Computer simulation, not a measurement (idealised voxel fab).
A process module follows: voxel plated lines.
The figure presents cross-section cut, which has a width of 260 nm and is divided into square cells with an edge length of 5 nm.
We lay out every cross-section as a grid of square cells and spell it out in bands from the top down, where one band means one or more rows of cells.
Band entry format. Leading values: height of top, height of bottom, nm. Remainder: materials in left-to-right order, each with its width in nm. Special words: "everywhere" on a single material, which then fills the band edge to edge; "blank", empty space.
Height 0 is the level under which the wafer as received is all one material. The lowest band goes on downwards, as in "from 0 down".
A two-number width, for instance "30..40", indicates that the width is equal to the first number in the top row of the band and to the second number in the bottom row, and that it changes by a constant amount per row of cells.
Where the words "no modification" appear for a step, the cross-section shows no cell changed by that step; every cell remained as before.
Listed in "Non-vented voids": every empty space of 8 or more cells without an open way to the top. Form: width x height at distance, the distance being from the left edge, all in nm.
Post-settings text on a step line: simulator's own remark regarding the step.
overlay nm: right-of-plan distance of the mask on a masked step; negative values mean left-of-plan.
[The planned process steps are enumerated hereunder]
1. RECEIVE (material Si)
2. CONFORMAL_DEP (material SiO2; thk nm 5)
3. DIRECTIONAL_DEP (material TiN; thk nm 5)
4. PATTERN (tone open; mask id LINES; material resist; width nm 20; pitch nm 35; thk nm 40; overlay nm 0)
5. EPI (material Ru; thk nm 10)
6. EPI (material Ru; thk nm 5)
7. EPI (material Ru; thk nm 10)
8. STRIP (etch materials resist)
9. DIRECTIONAL_ETCH (etch materials TiN; depth nm 5)
10. CONFORMAL_DEP (material SiN; thk nm 10)
Across this set of wafers, the varied parameter is the thk nm of step 2. Starting conditions are identical for every wafer, and the plan reports the value assigned to the first wafer.
[Received wafers, first of several: cross-section after step 1]
from 0 down = Si everywhere
Non-vented voids: none
[Rows = wafers. At module end, each row lists per material the cells gained (+) or lost (-) since the wafer was received, then the closed voids]
thk nm 5, +80 Ru, +182 SiN, +52 SiO2, +16 TiN, Non-vented voids: none
thk nm 10, +80 Ru, +182 SiN, +104 SiO2, +16 TiN, Non-vented voids: none
thk nm 15, +80 Ru, +182 SiN, +156 SiO2, +16 TiN, Non-vented voids: none
thk nm 20, +80 Ru, +182 SiN, +208 SiO2, +16 TiN, Non-vented voids: none
thk nm 25, +80 Ru, +182 SiN, +260 SiO2, +16 TiN, Non-vented voids: none
thk nm 30, +80 Ru, +182 SiN, +312 SiO2, +16 TiN, Non-vented voids: none
